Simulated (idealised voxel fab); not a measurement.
Herein follows the process module entitled voxel capacitor over wiring.
FYI the section here is cut, 165 nm wide, cells are 5 nm squares.
When this document writes out a cross-section, it uses a grid of square cells and lists it as bands, beginning at the top and moving down, with a band standing for one or more rows of cells.
Look at the band entry: it leads with the top's height and the bottom's height in nm. Then it lists the materials left to right, with a width in nm for each. The word "throughout" on a single material says that material fills the band edge to edge. The word "empty" is empty space.
Heads up on the height convention: 0 is the point under which the incoming wafer is all one material, and the lowest band has no bottom, it just keeps going down, like "top 0, no bottom".
You'd read "30->40" like this: the band's top row of cells is as wide as the first number, its bottom row is as wide as the second, and going down, every row changes width by the same amount as the row before did.
Step note "remained unchanged" = no cross-section cell changed.
What "Enclosed voids" gives you is every empty space of 8 cells or more that is cut off from the top. Each appears as width x height at distance, with the distance taken from the left edge and width, height and distance all in nm.
Anything after a step's settings on that line? It's the simulator's own note about the step.
Among the settings permitted on a step's line is "overlay nm"; applied to a step with a mask, it specifies the extent to which the mask lay to the right of its planned position, whereas a negative figure signifies a position to the left.

## Steps in the process plan
1: RECEIVE | material Si
2: CONFORMAL_DEP | material SiO2 | thk nm 10
3: CONFORMAL_DEP | material SiN | thk nm 5
4: DIRECTIONAL_DEP | material lowk | thk nm 20
5: DIRECTIONAL_DEP | material aC | thk nm 15
6: PATTERN | tone open | mask id METAL_1 | material resist | width nm 20 | pitch nm 90 | thk nm 35 | overlay nm 0
7: DIRECTIONAL_ETCH | etch materials aC | depth nm 15
8: STRIP | etch materials resist
9: DIRECTIONAL_ETCH | etch materials lowk | depth nm 20
10: DIRECTIONAL_ETCH | etch materials SiN | depth nm 5
11: STRIP | etch materials aC
12: CONFORMAL_DEP | material TiN | thk nm 5
13: FILL_DEP | material Cu | thk nm 5
14: CMP | height nm 35
15: CONFORMAL_DEP | material SiCN | thk nm 5
16: DIRECTIONAL_DEP | material lowk | thk nm 20
17: PATTERN | tone open | mask id PLUG_1 | material resist | width nm 15 | thk nm 15 | overlay nm 0
18: DIRECTIONAL_ETCH | etch materials lowk | depth nm 20
19: DIRECTIONAL_ETCH | etch materials SiCN | depth nm 5
20: STRIP | etch materials resist
21: EPI | material Ru | thk nm 10
22: EPI | material Ru | thk nm 10
23: EPI | material Ru | thk nm 5
24: DIRECTIONAL_DEP | material TiN | thk nm 5
25: DIRECTIONAL_DEP | material HfO2 | thk nm 5
26: DIRECTIONAL_DEP | material TiN | thk nm 5
27: MASKED_ETCH | tone cover | mask id UPPER_PLATE | width nm 75 | etch materials TiN | depth nm 5 | overlay nm 0
28: MASKED_ETCH | tone cover | mask id UPPER_PLATE | width nm 75 | etch materials HfO2 | depth nm 5 | overlay nm 0
29: PATTERN | tone cover | mask id LOWER_PLATE | material resist | width nm 85 | thk nm 20 | overlay nm 0
30: DIRECTIONAL_ETCH | etch materials TiN | depth nm 5
31: STRIP | etch materials resist
32: FILL_DEP | material SiO2 | thk nm 15
33: CMP | height nm 85
34: DIRECTIONAL_DEP | material aC | thk nm 10
35: PATTERN | tone open | mask id PLUG_2 | material resist | width nm 15 | thk nm 30 | overlay nm 0
36: DIRECTIONAL_ETCH | etch materials aC | depth nm 10
37: STRIP | etch materials resist
38: DIRECTIONAL_ETCH | etch materials SiO2 | depth nm 10
39: STRIP | etch materials aC
40: CONFORMAL_DEP | material TiN | thk nm 5
41: FILL_DEP | material Cu | thk nm 10
42: CMP | height nm 85
43: CONFORMAL_DEP | material SiCN | thk nm 5

## So this is the incoming wafer in cross-section - it's already been through step 1
    top 0, no bottom: Si throughout
    Enclosed voids: none

## Final wafer profile in cross-section after the module, from the same start and plan as above, with one mistake made during processing
    top 90, bottom 85: SiCN throughout
    top 85, bottom 80: SiO2 40 nm  TiN 5 nm  Cu 5 nm  TiN 5 nm  SiO2 110 nm
    top 80, bottom 70: SiO2 40->45 nm  TiN 15->60 nm  SiO2 110->60 nm
    top 70, bottom 65: SiO2 30 nm  TiN 15 nm  HfO2 60 nm  SiO2 60 nm
    top 65, bottom 60: SiO2 25 nm  TiN 5 nm  HfO2 15 nm  TiN 65 nm  SiO2 55 nm
    top 60, bottom 55: SiCN 30 nm  TiN 15 nm  SiCN 120 nm
    top 55, bottom 35: lowk throughout
    top 35, bottom 15: lowk 25 nm  TiN 5 nm  Cu 10 nm  TiN 5 nm  lowk 70 nm  TiN 5 nm  Cu 10 nm  TiN 5 nm  lowk 30 nm
    top 15, bottom 10: SiN 25 nm  TiN 20 nm  SiN 70 nm  TiN 20 nm  SiN 30 nm
    top 10, bottom 0: SiO2 throughout
    top 0, no bottom: Si throughout
    Enclosed voids: none
Nonconformance to the process plan: plan vs actual: 15 and 16 interchanged
